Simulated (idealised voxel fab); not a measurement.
process module | voxel air gaps
cross-section cut | 190 nm wide | cells 5 nm
A cross-section is a grid of square cells, given in bands from the top down. A band is one or more rows of cells.
Each band's line starts with the height of the band's top and of its bottom, in nm. Then come its materials from left to right, each with its width in nm. One material with "throughout" fills the band from edge to edge. "air" is empty space.
Height 0 is the level under which the wafer as received is all one material. The lowest band goes on downwards, as in "0 down".
A width such as "30 to 40" changes by the same amount from each row of cells to the next, from the band's top row to its bottom row.
"no change" after a step means that no cell of the cross-section changed.
closed voids: empty space of 8 cells or more with no open way to the top, each as width x height at its distance from the left edge, in nm
after a step's settings: what the simulator itself notes on the step
overlay nm, on a step with a mask: how far to the right of its planned place the mask lay; to the left if negative
plan
1 op RECEIVE | material Si
2 op CONFORMAL_DEP | material SiO2 | thk nm 15
3 op CONFORMAL_DEP | material SiCN | thk nm 5
4 op DIRECTIONAL_DEP | material SiO2 | thk nm 30
5 op PATTERN | tone open | mask id LINES | material resist | width nm 15 | pitch nm 45 | thk nm 20 | overlay nm -15
6 op DIRECTIONAL_ETCH | etch materials SiO2 | depth nm 30
7 op STRIP | etch materials resist
8 op CONFORMAL_DEP | material TiN | thk nm 5
9 op FILL_DEP | material W | thk nm 5
10 op CMP | height nm 50
11 op EPI | material Ru | thk nm 10
12 op SELECTIVE_ETCH | etch materials SiO2 | depth nm 40
13 op CONFORMAL_DEP | material SiCN | thk nm 5
varied across the wafers: overlay nm of step 5. The plan shows the first wafer's value. All wafers start alike
first wafer as received, after step 1
  0 down: Si throughout
  closed voids: none
first wafer at the end, after step 13
  65 to 60: air 10 | SiCN 135 | air 45
  60 to 50: air 10 | SiCN 5 | Ru 35 | SiCN 10 | Ru 35 | SiCN 10 | Ru 35 | SiCN 5 | air 45
  50 to 45: air 10 | SiCN 15 | TiN 5 | W 5 | TiN 5 | SiCN 30 | TiN 5 | W 5 | TiN 5 | SiCN 30 | TiN 5 | W 5 | TiN 5 | SiCN 15 | air 45
  45 to 25: air 20 | SiCN 5 | TiN 5 | W 5 | TiN 5 | SiCN 5 | air 20 | SiCN 5 | TiN 5 | W 5 | TiN 5 | SiCN 5 | air 20 | SiCN 5 | TiN 5 | W 5 | TiN 5 | SiCN 5 | air 55
  25 to 20: SiCN 25 | TiN 15 | SiCN 30 | TiN 15 | SiCN 30 | TiN 15 | SiCN 60
  20 to 15: SiCN throughout
  15 to 0: SiO2 throughout
  0 down: Si throughout
  closed voids: 20 x 20 at 45; 20 x 20 at 90
last wafer at the end
  65 to 60: air 40 | SiCN 135 | air 15
  60 to 50: air 40 | SiCN 5 | Ru 35 | SiCN 10 | Ru 35 | SiCN 10 | Ru 35 | SiCN 5 | air 15
  50 to 45: air 40 | SiCN 15 | TiN 5 | W 5 | TiN 5 | SiCN 30 | TiN 5 | W 5 | TiN 5 | SiCN 30 | TiN 5 | W 5 | TiN 5 | SiCN 15 | air 15
  45 to 25: air 50 | SiCN 5 | TiN 5 | W 5 | TiN 5 | SiCN 5 | air 20 | SiCN 5 | TiN 5 | W 5 | TiN 5 | SiCN 5 | air 20 | SiCN 5 | TiN 5 | W 5 | TiN 5 | SiCN 5 | air 25
  25 to 20: SiCN 55 | TiN 15 | SiCN 30 | TiN 15 | SiCN 30 | TiN 15 | SiCN 30
  20 to 15: SiCN throughout
  15 to 0: SiO2 throughout
  0 down: Si throughout
  closed voids: 20 x 20 at 75; 20 x 20 at 120
each wafer at the end: cells of each material gained (+) or lost (-) since it was received, then its closed voids
overlay nm -15 | +42 Ru | +148 SiCN | +114 SiO2 | +39 TiN | +15 W | closed voids: 20 x 20 at 45; 20 x 20 at 90
overlay nm -10 | +42 Ru | +148 SiCN | +114 SiO2 | +39 TiN | +15 W | closed voids: 20 x 20 at 50; 20 x 20 at 95
overlay nm -5 | +42 Ru | +148 SiCN | +114 SiO2 | +39 TiN | +15 W | closed voids: 20 x 20 at 55; 20 x 20 at 100
overlay nm 0 | +42 Ru | +148 SiCN | +114 SiO2 | +39 TiN | +15 W | closed voids: 20 x 20 at 60; 20 x 20 at 105
overlay nm 5 | +42 Ru | +148 SiCN | +114 SiO2 | +39 TiN | +15 W | closed voids: 20 x 20 at 65; 20 x 20 at 110
overlay nm 10 | +42 Ru | +148 SiCN | +114 SiO2 | +39 TiN | +15 W | closed voids: 20 x 20 at 70; 20 x 20 at 115
overlay nm 15 | +42 Ru | +148 SiCN | +114 SiO2 | +39 TiN | +15 W | closed voids: 20 x 20 at 75; 20 x 20 at 120
